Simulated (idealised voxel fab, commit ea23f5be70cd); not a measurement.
The name of this process module is voxel wiring stack.
For reference, the cross-section in this document is cut, with width 220 nm and square cells of 5 nm.
For the purposes of this document, a cross-section shall be understood as a grid of square cells, specified as bands listed in top-to-bottom order, each band consisting of one or more rows of cells.
Heights first: top, then bottom, in nm. Then materials, left to right, each with a width in nm. "throughout" on a single material: fills the band edge to edge. "air": empty space.
For the purposes of this specification, 0 denotes the height below which the wafer in its as-received condition is composed wholly of one material, and the lowermost band, lacking a lower limit, extends downward without end, as expressed in "top 0, no bottom".
A width such as "30 to 40" changes by the same amount from each row of cells to the next, from the band's top row to its bottom row.
"nothing got changed" for a step: no cell of the cross-section changed in that step.
Voids not open to the top, 8 cells minimum: see "Enclosed void inventory". Written width x height at distance; distance is from the left edge; nm.
after a step's settings: what the simulator itself notes on the step
"overlay nm" denotes, for a step that has a mask, the displacement of the mask to the right of its planned place, with negative values corresponding to the left.

-- Set out below are the planned steps of the process
1. RECEIVE: material Si
2. CONFORMAL_DEP: material SiO2, thk nm 10
3. CONFORMAL_DEP: material SiN, thk nm 5
4. DIRECTIONAL_DEP: material lowk, thk nm 25
5. MASKED_ETCH: tone open, mask id METAL_1, width nm 25, pitch nm 45, etch materials lowk, depth nm 25, overlay nm 0
6. MASKED_ETCH: tone open, mask id METAL_1, width nm 25, pitch nm 45, etch materials SiN, depth nm 5, overlay nm 0
7. CONFORMAL_DEP: material TiN, thk nm 5
8. FILL_DEP: material Cu, thk nm 10
9. CMP: height nm 40
10. EPI: material Ru, thk nm 5
11. FILL_DEP: material SiCN, thk nm 5
12. DIRECTIONAL_DEP: material SiO2, thk nm 10
13. PATTERN: tone open, mask id PLUG_1, material resist, width nm 15, pitch nm 45, thk nm 20, overlay nm 0
14. DIRECTIONAL_ETCH: etch materials SiO2, depth nm 10
15. DIRECTIONAL_ETCH: etch materials SiCN, depth nm 5
16. STRIP: etch materials resist
17. EPI: material Ru, thk nm 10
18. EPI: material Ru, thk nm 5
19. DIRECTIONAL_DEP: material TiN, thk nm 5
20. DIRECTIONAL_DEP: material W, thk nm 15
21. PATTERN: tone cover, mask id METAL_2, material resist, width nm 25, pitch nm 45, thk nm 15, overlay nm 0
22. DIRECTIONAL_ETCH: etch materials W, depth nm 15
23. DIRECTIONAL_ETCH: etch materials TiN, depth nm 5
24. STRIP: etch materials resist
25. FILL_DEP: material lowk, thk nm 10
26. CMP: height nm 80
27. CONFORMAL_DEP: material SiCN, thk nm 5
28. DIRECTIONAL_DEP: material lowk, thk nm 20
29. PATTERN: tone open, mask id PLUG_2, material resist, width nm 15, pitch nm 45, thk nm 15, overlay nm 0
30. DIRECTIONAL_ETCH: etch materials lowk, depth nm 20
31. DIRECTIONAL_ETCH: etch materials SiCN, depth nm 5
32. STRIP: etch materials resist
33. EPI: material Ru, thk nm 10
34. EPI: material Ru, thk nm 10
35. EPI: material Ru, thk nm 5
36. CONFORMAL_DEP: material SiCN, thk nm 5
37. DIRECTIONAL_DEP: material lowk, thk nm 25
38. MASKED_ETCH: tone open, mask id METAL_3, width nm 25, pitch nm 45, etch materials lowk, depth nm 25, overlay nm 0
39. MASKED_ETCH: tone open, mask id METAL_3, width nm 25, pitch nm 45, etch materials SiCN, depth nm 5, overlay nm 0
40. CONFORMAL_DEP: material TiN, thk nm 5
41. FILL_DEP: material Ru, thk nm 10
42. CMP: height nm 135
43. CONFORMAL_DEP: material SiCN, thk nm 5
44. DIRECTIONAL_DEP: material lowk, thk nm 10
45. MASKED_ETCH: tone open, mask id PLUG_3, width nm 15, pitch nm 90, etch materials lowk, depth nm 10, overlay nm 0
46. MASKED_ETCH: tone open, mask id PLUG_3, width nm 15, pitch nm 90, etch materials SiCN, depth nm 5, overlay nm 0
47. EPI: material Ru, thk nm 10
48. EPI: material Ru, thk nm 5
49. CONFORMAL_DEP: material SiN, thk nm 5
50. DIRECTIONAL_DEP: material SiO2, thk nm 25
51. PATTERN: tone open, mask id METAL_4, material resist, width nm 25, pitch nm 45, thk nm 20, overlay nm 0
52. DIRECTIONAL_ETCH: etch materials SiO2, depth nm 25
53. DIRECTIONAL_ETCH: etch materials SiN, depth nm 5
54. STRIP: etch materials resist
55. CONFORMAL_DEP: material TiN, thk nm 5
56. FILL_DEP: material Cu, thk nm 10
57. CMP: height nm 180
58. EPI: material Ru, thk nm 5
59. FILL_DEP: material SiCN, thk nm 5

-- First of two wafers, with the run carried out as planned

-- Cross-section of the wafer at receipt, which is the condition after step 1
	top 0, no bottom  Si throughout
	Enclosed void inventory: none

-- Take a look at the wafer's cross-section after step 2
	top 10, bottom 0  SiO2 throughout
	No changes below 0.

-- Take a look at the wafer's cross-section after step 3
	top 15, bottom 10  SiN throughout
	No changes below 10.

-- Take a look at the wafer's cross-section after step 4
	top 40, bottom 15  lowk throughout
	No changes below 15.

-- Take a look at the wafer's cross-section after step 5
	top 40, bottom 15  lowk=30; air=25; lowk=20; air=25; lowk=20; air=25; lowk=20; air=25; lowk=30
	No changes below 15.

-- Take a look at the wafer's cross-section after step 6
	top 40, bottom 15  lowk=30; air=25; lowk=20; air=25; lowk=20; air=25; lowk=20; air=25; lowk=30
	top 15, bottom 10  SiN=30; air=25; SiN=20; air=25; SiN=20; air=25; SiN=20; air=25; SiN=30
	No changes below 10.

-- Take a look at the wafer's cross-section after step 7
	top 45, bottom 40  TiN=35; air=15; TiN=30; air=15; TiN=30; air=15; TiN=30; air=15; TiN=35
	top 40, bottom 15  lowk=30; TiN=5; air=15; TiN=5; lowk=20; TiN=5; air=15; TiN=5; lowk=20; TiN=5; air=15; TiN=5; lowk=20; TiN=5; air=15; TiN=5; lowk=30
	top 15, bottom 10  SiN=30; TiN=25; SiN=20; TiN=25; SiN=20; TiN=25; SiN=20; TiN=25; SiN=30
	No changes below 10.

-- Take a look at the wafer's cross-section after step 8
	top 55, bottom 45  Cu throughout
	top 45, bottom 40  TiN=35; Cu=15; TiN=30; Cu=15; TiN=30; Cu=15; TiN=30; Cu=15; TiN=35
	top 40, bottom 15  lowk=30; TiN=5; Cu=15; TiN=5; lowk=20; TiN=5; Cu=15; TiN=5; lowk=20; TiN=5; Cu=15; TiN=5; lowk=20; TiN=5; Cu=15; TiN=5; lowk=30
	No changes below 15.

-- Take a look at the wafer's cross-section after step 9
	top 40, bottom 15  lowk=30; TiN=5; Cu=15; TiN=5; lowk=20; TiN=5; Cu=15; TiN=5; lowk=20; TiN=5; Cu=15; TiN=5; lowk=20; TiN=5; Cu=15; TiN=5; lowk=30
	No changes below 15.

-- Take a look at the wafer's cross-section after step 10
	top 45, bottom 40  air=25; Ru=35; air=10; Ru=35; air=10; Ru=35; air=10; Ru=35; air=25
	No changes below 40.

-- Take a look at the wafer's cross-section after step 11
	top 50, bottom 45  SiCN throughout
	top 45, bottom 40  SiCN=25; Ru=35; SiCN=10; Ru=35; SiCN=10; Ru=35; SiCN=10; Ru=35; SiCN=25
	No changes below 40.

-- Take a look at the wafer's cross-section after step 12
	top 60, bottom 50  SiO2 throughout
	No changes below 50.

-- Take a look at the wafer's cross-section after step 13
	top 80, bottom 60  resist=30; air=15; resist=30; air=15; resist=30; air=15; resist=30; air=15; resist=40
	No changes below 60.

-- Take a look at the wafer's cross-section after step 14
	top 80, bottom 60  resist=30; air=15; resist=30; air=15; resist=30; air=15; resist=30; air=15; resist=40
	top 60, bottom 50  SiO2=30; air=15; SiO2=30; air=15; SiO2=30; air=15; SiO2=30; air=15; SiO2=40
	No changes below 50.

-- Take a look at the wafer's cross-section after step 15
	top 80, bottom 60  resist=30; air=15; resist=30; air=15; resist=30; air=15; resist=30; air=15; resist=40
	top 60, bottom 50  SiO2=30; air=15; SiO2=30; air=15; SiO2=30; air=15; SiO2=30; air=15; SiO2=40
	top 50, bottom 45  SiCN=30; air=15; SiCN=30; air=15; SiCN=30; air=15; SiCN=30; air=15; SiCN=40
	No changes below 45.

-- Take a look at the wafer's cross-section after step 16
	top 60, bottom 50  SiO2=30; air=15; SiO2=30; air=15; SiO2=30; air=15; SiO2=30; air=15; SiO2=40
	No changes below 50.

-- Take a look at the wafer's cross-section after step 17
	top 60, bottom 55  SiO2=30; air=15; SiO2=30; air=15; SiO2=30; air=15; SiO2=30; air=15; SiO2=40
	top 55, bottom 50  SiO2=30; Ru=15; SiO2=30; Ru=15; SiO2=30; Ru=15; SiO2=30; Ru=15; SiO2=40
	top 50, bottom 40  SiCN=30 to 25; Ru=15 to 35; SiCN=30 to 10; Ru=15 to 35; SiCN=30 to 10; Ru=15 to 35; SiCN=30 to 10; Ru=15 to 35; SiCN=40 to 25
	No changes below 40.

-- Take a look at the wafer's cross-section after step 18
	top 60, bottom 50  SiO2=30; Ru=15; SiO2=30; Ru=15; SiO2=30; Ru=15; SiO2=30; Ru=15; SiO2=40
	No changes below 50.

-- Take a look at the wafer's cross-section after step 19
	top 65, bottom 60  TiN throughout
	No changes below 60.

-- Take a look at the wafer's cross-section after step 20
	top 80, bottom 65  W throughout
	No changes below 65.

-- Take a look at the wafer's cross-section after step 21
	top 95, bottom 80  air=30; resist=25; air=20; resist=25; air=20; resist=25; air=20; resist=25; air=30
	No changes below 80.

-- Take a look at the wafer's cross-section after step 22
	top 95, bottom 80  air=30; resist=25; air=20; resist=25; air=20; resist=25; air=20; resist=25; air=30
	top 80, bottom 65  air=30; W=25; air=20; W=25; air=20; W=25; air=20; W=25; air=30
	No changes below 65.

-- Take a look at the wafer's cross-section after step 23
	top 95, bottom 80  air=30; resist=25; air=20; resist=25; air=20; resist=25; air=20; resist=25; air=30
	top 80, bottom 65  air=30; W=25; air=20; W=25; air=20; W=25; air=20; W=25; air=30
	top 65, bottom 60  air=30; TiN=25; air=20; TiN=25; air=20; TiN=25; air=20; TiN=25; air=30
	No changes below 60.

-- Take a look at the wafer's cross-section after step 24
	top 80, bottom 65  air=30; W=25; air=20; W=25; air=20; W=25; air=20; W=25; air=30
	No changes below 65.

-- Take a look at the wafer's cross-section after step 25
	top 90, bottom 80  lowk throughout
	top 80, bottom 65  lowk=30; W=25; lowk=20; W=25; lowk=20; W=25; lowk=20; W=25; lowk=30
	top 65, bottom 60  lowk=30; TiN=25; lowk=20; TiN=25; lowk=20; TiN=25; lowk=20; TiN=25; lowk=30
	No changes below 60.

-- Take a look at the wafer's cross-section after step 26
	top 80, bottom 65  lowk=30; W=25; lowk=20; W=25; lowk=20; W=25; lowk=20; W=25; lowk=30
	No changes below 65.

-- Take a look at the wafer's cross-section after step 27
	top 85, bottom 80  SiCN throughout
	No changes below 80.

-- Take a look at the wafer's cross-section after step 28
	top 105, bottom 85  lowk throughout
	No changes below 85.

-- Take a look at the wafer's cross-section after step 29
	top 120, bottom 105  resist=30; air=15; resist=30; air=15; resist=30; air=15; resist=30; air=15; resist=40
	No changes below 105.

-- Take a look at the wafer's cross-section after step 30
	top 120, bottom 105  resist=30; air=15; resist=30; air=15; resist=30; air=15; resist=30; air=15; resist=40
	top 105, bottom 85  lowk=30; air=15; lowk=30; air=15; lowk=30; air=15; lowk=30; air=15; lowk=40
	No changes below 85.

-- Take a look at the wafer's cross-section after step 31
	top 120, bottom 105  resist=30; air=15; resist=30; air=15; resist=30; air=15; resist=30; air=15; resist=40
	top 105, bottom 85  lowk=30; air=15; lowk=30; air=15; lowk=30; air=15; lowk=30; air=15; lowk=40
	top 85, bottom 80  SiCN=30; air=15; SiCN=30; air=15; SiCN=30; air=15; SiCN=30; air=15; SiCN=40
	No changes below 80.

-- Take a look at the wafer's cross-section after step 32
	top 105, bottom 85  lowk=30; air=15; lowk=30; air=15; lowk=30; air=15; lowk=30; air=15; lowk=40
	No changes below 85.

-- Take a look at the wafer's cross-section after step 33
	top 105, bottom 90  lowk=30; air=15; lowk=30; air=15; lowk=30; air=15; lowk=30; air=15; lowk=40
	top 90, bottom 85  lowk=30; Ru=15; lowk=30; Ru=15; lowk=30; Ru=15; lowk=30; Ru=15; lowk=40
	top 85, bottom 80  SiCN=30; Ru=15; SiCN=30; Ru=15; SiCN=30; Ru=15; SiCN=30; Ru=15; SiCN=40
	No changes below 80.

-- Take a look at the wafer's cross-section after step 34
	top 105, bottom 100  lowk=30; air=15; lowk=30; air=15; lowk=30; air=15; lowk=30; air=15; lowk=40
	top 100, bottom 85  lowk=30; Ru=15; lowk=30; Ru=15; lowk=30; Ru=15; lowk=30; Ru=15; lowk=40
	No changes below 85.

-- Take a look at the wafer's cross-section after step 35
	top 105, bottom 85  lowk=30; Ru=15; lowk=30; Ru=15; lowk=30; Ru=15; lowk=30; Ru=15; lowk=40
	No changes below 85.

-- Take a look at the wafer's cross-section after step 36
	top 110, bottom 105  SiCN throughout
	No changes below 105.

-- Take a look at the wafer's cross-section after step 37
	top 135, bottom 110  lowk throughout
	No changes below 110.

-- Take a look at the wafer's cross-section after step 38
	top 135, bottom 110  lowk=30; air=25; lowk=20; air=25; lowk=20; air=25; lowk=20; air=25; lowk=30
	No changes below 110.

-- Take a look at the wafer's cross-section after step 39
	top 135, bottom 110  lowk=30; air=25; lowk=20; air=25; lowk=20; air=25; lowk=20; air=25; lowk=30
	top 110, bottom 105  SiCN=30; air=25; SiCN=20; air=25; SiCN=20; air=25; SiCN=20; air=25; SiCN=30
	No changes below 105.

-- Take a look at the wafer's cross-section after step 40
	top 140, bottom 135  TiN=35; air=15; TiN=30; air=15; TiN=30; air=15; TiN=30; air=15; TiN=35
	top 135, bottom 110  lowk=30; TiN=5; air=15; TiN=5; lowk=20; TiN=5; air=15; TiN=5; lowk=20; TiN=5; air=15; TiN=5; lowk=20; TiN=5; air=15; TiN=5; lowk=30
	top 110, bottom 105  SiCN=30; TiN=25; SiCN=20; TiN=25; SiCN=20; TiN=25; SiCN=20; TiN=25; SiCN=30
	No changes below 105.

-- Take a look at the wafer's cross-section after step 41
	top 150, bottom 140  Ru throughout
	top 140, bottom 135  TiN=35; Ru=15; TiN=30; Ru=15; TiN=30; Ru=15; TiN=30; Ru=15; TiN=35
	top 135, bottom 110  lowk=30; TiN=5; Ru=15; TiN=5; lowk=20; TiN=5; Ru=15; TiN=5; lowk=20; TiN=5; Ru=15; TiN=5; lowk=20; TiN=5; Ru=15; TiN=5; lowk=30
	No changes below 110.

-- Take a look at the wafer's cross-section after step 42
	top 135, bottom 110  lowk=30; TiN=5; Ru=15; TiN=5; lowk=20; TiN=5; Ru=15; TiN=5; lowk=20; TiN=5; Ru=15; TiN=5; lowk=20; TiN=5; Ru=15; TiN=5; lowk=30
	No changes below 110.

-- Take a look at the wafer's cross-section after step 43
	top 140, bottom 135  SiCN throughout
	No changes below 135.

-- Take a look at the wafer's cross-section after step 44
	top 150, bottom 140  lowk throughout
	No changes below 140.

-- Take a look at the wafer's cross-section after step 45
	top 150, bottom 140  lowk=30; air=15; lowk=75; air=15; lowk=85
	No changes below 140.

-- Take a look at the wafer's cross-section after step 46
	top 150, bottom 140  lowk=30; air=15; lowk=75; air=15; lowk=85
	top 140, bottom 135  SiCN=30; air=15; SiCN=75; air=15; SiCN=85
	No changes below 135.

-- Take a look at the wafer's cross-section after step 47
	top 150, bottom 145  lowk=30; air=15; lowk=75; air=15; lowk=85
	top 145, bottom 140  lowk=30; Ru=15; lowk=75; Ru=15; lowk=85
	top 140, bottom 135  SiCN=30; Ru=15; SiCN=75; Ru=15; SiCN=85
	No changes below 135.

-- Take a look at the wafer's cross-section after step 48
	top 150, bottom 140  lowk=30; Ru=15; lowk=75; Ru=15; lowk=85
	No changes below 140.

-- Take a look at the wafer's cross-section after step 49
	top 155, bottom 150  SiN throughout
	No changes below 150.

-- Take a look at the wafer's cross-section after step 50
	top 180, bottom 155  SiO2 throughout
	No changes below 155.

-- Take a look at the wafer's cross-section after step 51
	top 200, bottom 180  resist=30; air=25; resist=20; air=25; resist=20; air=25; resist=20; air=25; resist=30
	No changes below 180.

-- Take a look at the wafer's cross-section after step 52
	top 200, bottom 180  resist=30; air=25; resist=20; air=25; resist=20; air=25; resist=20; air=25; resist=30
	top 180, bottom 155  SiO2=30; air=25; SiO2=20; air=25; SiO2=20; air=25; SiO2=20; air=25; SiO2=30
	No changes below 155.

-- Take a look at the wafer's cross-section after step 53
	top 200, bottom 180  resist=30; air=25; resist=20; air=25; resist=20; air=25; resist=20; air=25; resist=30
	top 180, bottom 155  SiO2=30; air=25; SiO2=20; air=25; SiO2=20; air=25; SiO2=20; air=25; SiO2=30
	top 155, bottom 150  SiN=30; air=25; SiN=20; air=25; SiN=20; air=25; SiN=20; air=25; SiN=30
	No changes below 150.

-- Take a look at the wafer's cross-section after step 54
	top 180, bottom 155  SiO2=30; air=25; SiO2=20; air=25; SiO2=20; air=25; SiO2=20; air=25; SiO2=30
	No changes below 155.

-- Take a look at the wafer's cross-section after step 55
	top 185, bottom 180  TiN=35; air=15; TiN=30; air=15; TiN=30; air=15; TiN=30; air=15; TiN=35
	top 180, bottom 155  SiO2=30; TiN=5; air=15; TiN=5; SiO2=20; TiN=5; air=15; TiN=5; SiO2=20; TiN=5; air=15; TiN=5; SiO2=20; TiN=5; air=15; TiN=5; SiO2=30
	top 155, bottom 150  SiN=30; TiN=25; SiN=20; TiN=25; SiN=20; TiN=25; SiN=20; TiN=25; SiN=30
	No changes below 150.

-- Take a look at the wafer's cross-section after step 56
	top 195, bottom 185  Cu throughout
	top 185, bottom 180  TiN=35; Cu=15; TiN=30; Cu=15; TiN=30; Cu=15; TiN=30; Cu=15; TiN=35
	top 180, bottom 155  SiO2=30; TiN=5; Cu=15; TiN=5; SiO2=20; TiN=5; Cu=15; TiN=5; SiO2=20; TiN=5; Cu=15; TiN=5; SiO2=20; TiN=5; Cu=15; TiN=5; SiO2=30
	No changes below 155.

-- Take a look at the wafer's cross-section after step 57
	top 180, bottom 155  SiO2=30; TiN=5; Cu=15; TiN=5; SiO2=20; TiN=5; Cu=15; TiN=5; SiO2=20; TiN=5; Cu=15; TiN=5; SiO2=20; TiN=5; Cu=15; TiN=5; SiO2=30
	No changes below 155.

-- Take a look at the wafer's cross-section after step 58
	top 185, bottom 180  air=25; Ru=35; air=10; Ru=35; air=10; Ru=35; air=10; Ru=35; air=25
	No changes below 180.

-- Take a look at the wafer's cross-section after step 59
	top 190, bottom 185  SiCN throughout
	top 185, bottom 180  SiCN=25; Ru=35; SiCN=10; Ru=35; SiCN=10; Ru=35; SiCN=10; Ru=35; SiCN=25
	No changes below 180.

-- Now the other wafer: same start, same recipe, but we messed up one thing when running it. Up to and including step 45 it's the same as the first one

-- Second wafer cross-section, taken as of the time the plan sets for step 46 to be done
	top 150, bottom 140  lowk=30; air=15; lowk=75; air=15; lowk=85
	top 140, bottom 135  SiCN=30; air=10; SiCN=80; air=10; SiCN=90
	No changes below 135.

-- Second wafer cross-section, taken as of the time the plan sets for step 47 to be done
	top 150, bottom 145  lowk=30; air=15; lowk=75; air=15; lowk=85
	top 145, bottom 140  lowk=30; Ru=15; lowk=75; Ru=15; lowk=85
	top 140, bottom 135  SiCN=30; Ru=10; SiCN=80; Ru=10; SiCN=90
	No changes below 135.

-- Second wafer cross-section, taken as of the time the plan sets for step 48 to be done
	top 150, bottom 140  lowk=30; Ru=15; lowk=75; Ru=15; lowk=85
	No changes below 140.

-- Second wafer cross-section, taken as of the time the plan sets for step 49 to be done
	top 155, bottom 150  SiN throughout
	No changes below 150.

-- Second wafer cross-section, taken as of the time the plan sets for step 50 to be done
	top 180, bottom 155  SiO2 throughout
	No changes below 155.

-- Second wafer cross-section, taken as of the time the plan sets for step 51 to be done
	top 200, bottom 180  resist=30; air=25; resist=20; air=25; resist=20; air=25; resist=20; air=25; resist=30
	No changes below 180.

-- Second wafer cross-section, taken as of the time the plan sets for step 52 to be done
	top 200, bottom 180  resist=30; air=25; resist=20; air=25; resist=20; air=25; resist=20; air=25; resist=30
	top 180, bottom 155  SiO2=30; air=25; SiO2=20; air=25; SiO2=20; air=25; SiO2=20; air=25; SiO2=30
	No changes below 155.

-- Second wafer cross-section, taken as of the time the plan sets for step 53 to be done
	top 200, bottom 180  resist=30; air=25; resist=20; air=25; resist=20; air=25; resist=20; air=25; resist=30
	top 180, bottom 155  SiO2=30; air=25; SiO2=20; air=25; SiO2=20; air=25; SiO2=20; air=25; SiO2=30
	top 155, bottom 150  SiN=30; air=25; SiN=20; air=25; SiN=20; air=25; SiN=20; air=25; SiN=30
	No changes below 150.

-- Second wafer cross-section, taken as of the time the plan sets for step 54 to be done
	top 180, bottom 155  SiO2=30; air=25; SiO2=20; air=25; SiO2=20; air=25; SiO2=20; air=25; SiO2=30
	No changes below 155.

-- Second wafer cross-section, taken as of the time the plan sets for step 55 to be done
	top 185, bottom 180  TiN=35; air=15; TiN=30; air=15; TiN=30; air=15; TiN=30; air=15; TiN=35
	top 180, bottom 155  SiO2=30; TiN=5; air=15; TiN=5; SiO2=20; TiN=5; air=15; TiN=5; SiO2=20; TiN=5; air=15; TiN=5; SiO2=20; TiN=5; air=15; TiN=5; SiO2=30
	top 155, bottom 150  SiN=30; TiN=25; SiN=20; TiN=25; SiN=20; TiN=25; SiN=20; TiN=25; SiN=30
	No changes below 150.

-- Second wafer cross-section, taken as of the time the plan sets for step 56 to be done
	top 195, bottom 185  Cu throughout
	top 185, bottom 180  TiN=35; Cu=15; TiN=30; Cu=15; TiN=30; Cu=15; TiN=30; Cu=15; TiN=35
	top 180, bottom 155  SiO2=30; TiN=5; Cu=15; TiN=5; SiO2=20; TiN=5; Cu=15; TiN=5; SiO2=20; TiN=5; Cu=15; TiN=5; SiO2=20; TiN=5; Cu=15; TiN=5; SiO2=30
	No changes below 155.

-- Second wafer cross-section, taken as of the time the plan sets for step 57 to be done
	top 180, bottom 155  SiO2=30; TiN=5; Cu=15; TiN=5; SiO2=20; TiN=5; Cu=15; TiN=5; SiO2=20; TiN=5; Cu=15; TiN=5; SiO2=20; TiN=5; Cu=15; TiN=5; SiO2=30
	No changes below 155.

-- Second wafer cross-section, taken as of the time the plan sets for step 58 to be done
	top 185, bottom 180  air=25; Ru=35; air=10; Ru=35; air=10; Ru=35; air=10; Ru=35; air=25
	No changes below 180.

-- Second wafer cross-section, taken as of the time the plan sets for step 59 to be done
	top 190, bottom 185  SiCN throughout
	top 185, bottom 180  SiCN=25; Ru=35; SiCN=10; Ru=35; SiCN=10; Ru=35; SiCN=10; Ru=35; SiCN=25
	No changes below 180.
Short version of what went wrong: step 46, actual vs plan mismatch, actual run MASKED_ETCH: tone open, mask id PLUG_3, width nm 15, pitch nm 90, etch materials SiCN, depth nm 5, overlay nm -5
End check, counted in cells, second wafer has more or fewer of these materials than the first: Ru -2, SiCN +2
